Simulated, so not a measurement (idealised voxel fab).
Documented hereafter: the process module known as voxel transistor to metal.
Each square cell in cross-section cut measures 5 nm, and the section as a whole is 185 nm wide.
We lay out every cross-section as a grid of square cells and spell it out in bands from the top down, where one band means one or more rows of cells.
Heads up on the band format: heights come first, top then bottom, in nm. After that it's the materials left to right, each with its width in nm. A single material flagged "everywhere" fills the whole band edge to edge, and "empty" means there's empty space there.
A quick word on heights: they are counted from 0, and under that level the wafer as it came to us is one material throughout. The lowest band is different from the rest in having no bottom; it simply continues downward, written as in "from 0 down".
A width such as "30->40" changes by the same amount from each row of cells to the next, from the band's top row to its bottom row.
"stayed the same", as given for a step, is the statement that not any cell of the cross-section underwent a change during that step.
Any empty space of 8 cells or more lacking an open way to the top shows up in "Closed void list" as width x height at distance, distance from the left edge, in nm.
Anything after a step's settings on that line? It's the simulator's own note about the step.
overlay nm, on a step with a mask: how far to the right of its planned place the mask lay; to the left if negative

**Planned process steps**
1. op RECEIVE | material Si
2. op OXIDIZE | depth nm 5
3. op CONFORMAL_DEP | material SiN | thk nm 10
4. op DIRECTIONAL_DEP | material aC | thk nm 10
5. op PATTERN | tone cover | mask id ACTIVE | material resist | width nm 95 | thk nm 30 | overlay nm 0
6. op DIRECTIONAL_ETCH | etch materials aC | depth nm 10
7. op STRIP | etch materials resist
8. op DIRECTIONAL_ETCH | etch materials SiN | depth nm 10
9. op DIRECTIONAL_ETCH | etch materials SiO2 | depth nm 5
10. op DIRECTIONAL_ETCH | etch materials Si | depth nm 25
11. op STRIP | etch materials aC
12. op FILL_DEP | material SiO2 | thk nm 10
13. op CMP | height nm 10
14. op SELECTIVE_ETCH | etch materials SiO2 | depth nm 5
15. op STRIP | etch materials SiN
16. op SELECTIVE_ETCH | etch materials SiO2 | depth nm 5
17. op OXIDIZE | depth nm 5
18. op DIRECTIONAL_DEP | material polySi | thk nm 20
19. op DIRECTIONAL_DEP | material SiCN | thk nm 15
20. op DIRECTIONAL_DEP | material aC | thk nm 10
21. op PATTERN | tone cover | mask id GATE | material resist | width nm 25 | thk nm 30 | overlay nm 0
22. op DIRECTIONAL_ETCH | etch materials aC | depth nm 10
23. op STRIP | etch materials resist
24. op DIRECTIONAL_ETCH | etch materials SiCN | depth nm 25
25. op DIRECTIONAL_ETCH | etch materials polySi | depth nm 30
26. op STRIP | etch materials aC
27. op CONFORMAL_DEP | material SiN | thk nm 10
28. op DIRECTIONAL_ETCH | etch materials SiN | depth nm 10
29. op DIRECTIONAL_ETCH | etch materials SiO2 | depth nm 5
30. op EPI | material nSi | thk nm 5
31. op FILL_DEP | material SiO2 | thk nm 5
32. op CMP | height nm 15
33. op STRIP | etch materials polySi
34. op SELECTIVE_ETCH | etch materials SiO2 | depth nm 5
35. op CONFORMAL_DEP | material HfO2 | thk nm 5
36. op CONFORMAL_DEP | material TiN | thk nm 5
37. op FILL_DEP | material W | thk nm 10
38. op CMP | height nm 10
39. op DIRECTIONAL_DEP | material SiO2 | thk nm 15
40. op DIRECTIONAL_DEP | material aC | thk nm 10
41. op PATTERN | tone open | mask id CONTACT | material resist | width nm 15 | pitch nm 70 | thk nm 30 | overlay nm 0
42. op DIRECTIONAL_ETCH | etch materials aC | depth nm 10
43. op STRIP | etch materials resist
44. op DIRECTIONAL_ETCH | etch materials SiO2 | depth nm 30
45. op STRIP | etch materials aC
46. op CONFORMAL_DEP | material TiN | thk nm 5
47. op FILL_DEP | material W | thk nm 5
48. op CMP | height nm 25
49. op DIRECTIONAL_DEP | material TiN | thk nm 5
50. op DIRECTIONAL_DEP | material W | thk nm 15
51. op DIRECTIONAL_DEP | material aC | thk nm 15
52. op PATTERN | tone cover | mask id METAL_1 | material resist | width nm 15 | pitch nm 70 | thk nm 35 | overlay nm 0
53. op DIRECTIONAL_ETCH | etch materials aC | depth nm 15
54. op STRIP | etch materials resist
55. op DIRECTIONAL_ETCH | etch materials W | depth nm 15
56. op DIRECTIONAL_ETCH | etch materials TiN | depth nm 5
57. op STRIP | etch materials aC
58. op FILL_DEP | material lowk | thk nm 10
59. op CMP | height nm 45
60. op CONFORMAL_DEP | material SiCN | thk nm 5
61. op DIRECTIONAL_DEP | material SiO2 | thk nm 35
62. op PATTERN | tone open | mask id METAL_2 | material resist | width nm 15 | pitch nm 70 | thk nm 20 | overlay nm 0
63. op DIRECTIONAL_ETCH | etch materials SiO2 | depth nm 20
64. op STRIP | etch materials resist
65. op MASKED_ETCH | tone open | mask id METAL_2_HOLES | width nm 15 | pitch nm 70 | etch materials SiO2 | depth nm 15 | overlay nm 0
66. op MASKED_ETCH | tone open | mask id METAL_2_HOLES | width nm 15 | pitch nm 70 | etch materials SiCN | depth nm 5 | overlay nm 0
67. op CONFORMAL_DEP | material TiN | thk nm 5
68. op FILL_DEP | material Cu | thk nm 10
69. op CMP | height nm 85
70. op CONFORMAL_DEP | material SiCN | thk nm 5

**As-received wafer cross-section (after step 1)**
    from 0 down | Si everywhere
    Closed void list: none

**Module complete - cross-section of the first of two wafers, run according to plan**
    from 90 to 85 | SiCN everywhere
    from 85 to 50 | SiO2 50 nm; TiN 5 nm; Cu 5 nm; TiN 5 nm; SiO2 55 nm; TiN 5 nm; Cu 5 nm; TiN 5 nm; SiO2 50 nm
    from 50 to 45 | SiCN 50 nm; TiN 15 nm; SiCN 55 nm; TiN 15 nm; SiCN 50 nm
    from 45 to 30 | lowk 50 nm; W 15 nm; lowk 55 nm; W 15 nm; lowk 50 nm
    from 30 to 25 | lowk 50 nm; TiN 15 nm; lowk 55 nm; TiN 15 nm; lowk 50 nm
    from 25 to 10 | SiO2 50 nm; TiN 5 nm; W 5 nm; TiN 5 nm; SiO2 55 nm; TiN 5 nm; W 5 nm; TiN 5 nm; SiO2 50 nm
    from 10 to 0 | SiO2 50 nm; TiN 5 nm; W 5 nm; TiN 5 nm; SiO2 5 nm; SiN 10 nm; HfO2 5 nm; TiN 5 nm; W 5 nm; TiN 5 nm; HfO2 5 nm; SiN 10 nm; SiO2 5 nm; TiN 5 nm; W 5 nm; TiN 5 nm; SiO2 50 nm
    from 0 to -5 | SiO2 40 nm; SiN 10 nm; TiN 15 nm; SiO2 5 nm; SiN 10 nm; HfO2 5 nm; TiN 15 nm; HfO2 5 nm; SiN 10 nm; SiO2 5 nm; TiN 15 nm; SiN 10 nm; SiO2 40 nm
    from -5 to -10 | SiO2 50 nm; nSi 20 nm; SiO2 5 nm; HfO2 35 nm; SiO2 5 nm; nSi 20 nm; SiO2 50 nm
    from -10 to -30 | SiO2 45 nm; Si 95 nm; SiO2 45 nm
    from -30 down | Si everywhere
    Closed void list: none

**Wafer two cross-section, module end. Start and plan unchanged from wafer one; one mistake made during the run**
    from 90 to 85 | SiCN everywhere
    from 85 to 50 | SiO2 50 nm; TiN 5 nm; Cu 5 nm; TiN 5 nm; SiO2 55 nm; TiN 5 nm; Cu 5 nm; TiN 5 nm; SiO2 50 nm
    from 50 to 45 | SiCN 50 nm; TiN 15 nm; SiCN 55 nm; TiN 15 nm; SiCN 50 nm
    from 45 to 30 | lowk 50 nm; W 15 nm; lowk 55 nm; W 15 nm; lowk 50 nm
    from 30 to 25 | lowk 50 nm; TiN 15 nm; lowk 55 nm; TiN 15 nm; lowk 50 nm
    from 25 to 15 | SiO2 50 nm; TiN 5 nm; W 5 nm; TiN 5 nm; SiO2 55 nm; TiN 5 nm; W 5 nm; TiN 5 nm; SiO2 50 nm
    from 15 to 10 | SiO2 50 nm; TiN 15 nm; SiO2 55 nm; TiN 15 nm; SiO2 50 nm
    from 10 to 0 | SiO2 70 nm; SiN 10 nm; HfO2 5 nm; TiN 5 nm; W 5 nm; TiN 5 nm; HfO2 5 nm; SiN 10 nm; SiO2 70 nm
    from 0 to -5 | SiO2 40 nm; SiN 10 nm; SiO2 20 nm; SiN 10 nm; HfO2 5 nm; TiN 15 nm; HfO2 5 nm; SiN 10 nm; SiO2 20 nm; SiN 10 nm; SiO2 40 nm
    from -5 to -10 | SiO2 50 nm; nSi 20 nm; SiO2 5 nm; HfO2 35 nm; SiO2 5 nm; nSi 20 nm; SiO2 50 nm
    from -10 to -30 | SiO2 45 nm; Si 95 nm; SiO2 45 nm
    from -30 down | Si everywhere
    Closed void list: none
Against the plan, the run slipped here: step 39 from the plan got run twice
Count the cells at the end and the second wafer has more or fewer of some materials than the first: 18 more of SiO2; 12 fewer of TiN; 6 fewer of W
